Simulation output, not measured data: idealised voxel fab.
process module | voxel ribs on slabs
cross-section cut | 300 nm wide | cells 5 nm
A cross-section is a grid of square cells, given in bands from the top down. A band is one or more rows of cells.
Each band's line starts with the height of the band's top and of its bottom, in nm. Then come its materials from left to right, each with its width in nm. One material with "throughout" fills the band from edge to edge. "air" is empty space.
Height 0 is the level under which the wafer as received is all one material. The lowest band goes on downwards, as in "0 down".
A width such as "30 to 40" changes by the same amount from each row of cells to the next, from the band's top row to its bottom row.
"no change" after a step means that no cell of the cross-section changed.
closed voids: empty space of 8 cells or more with no open way to the top, each as width x height at its distance from the left edge, in nm
after a step's settings: what the simulator itself notes on the step
overlay nm, on a step with a mask: how far to the right of its planned place the mask lay; to the left if negative
plan
1 op RECEIVE | material Si
2 op DIRECTIONAL_DEP | material SiO2 | thk nm 30
3 op DIRECTIONAL_DEP | material SiN | thk nm 25
4 op MASKED_ETCH | tone cover | mask id RIB | width nm 20 | etch materials SiN | depth nm 20 | overlay nm 0
5 op MASKED_ETCH | tone cover | mask id SLAB | width nm 60 | etch materials SiN | depth nm 5 | overlay nm 0
6 op FILL_DEP | material SiO2 | thk nm 25
7 op CMP | height nm 75
8 op DIRECTIONAL_DEP | material W | thk nm 5
9 op MASKED_ETCH | tone cover | mask id HEATER | width nm 30 | etch materials W | depth nm 5 | overlay nm 0
10 op CONFORMAL_DEP | material SiO2 | thk nm 5
as received, after step 1
  0 down: Si throughout
  closed voids: none
first wafer at the end, as planned
  85 to 80: air 130 | SiO2 40 | air 130
  80 to 75: SiO2 135 | W 30 | SiO2 135
  75 to 55: SiO2 throughout
  55 to 35: SiO2 140 | SiN 20 | SiO2 140
  35 to 30: SiO2 120 | SiN 60 | SiO2 120
  30 to 0: SiO2 throughout
  0 down: Si throughout
  closed voids: none
second wafer at the end: like start, like plan, one mistake
  85 to 80: air 130 | SiO2 40 | air 130
  80 to 75: SiO2 135 | W 30 | SiO2 135
  75 to 65: SiO2 140 | SiN 20 | SiO2 140
  65 to 60: SiO2 120 | SiN 60 | SiO2 120
  60 to 0: SiO2 throughout
  0 down: Si throughout
  closed voids: none
what went wrong: step 2 was run twice
at the end the second wafer has, in cells: 8 fewer of SiN | 8 more of SiO2
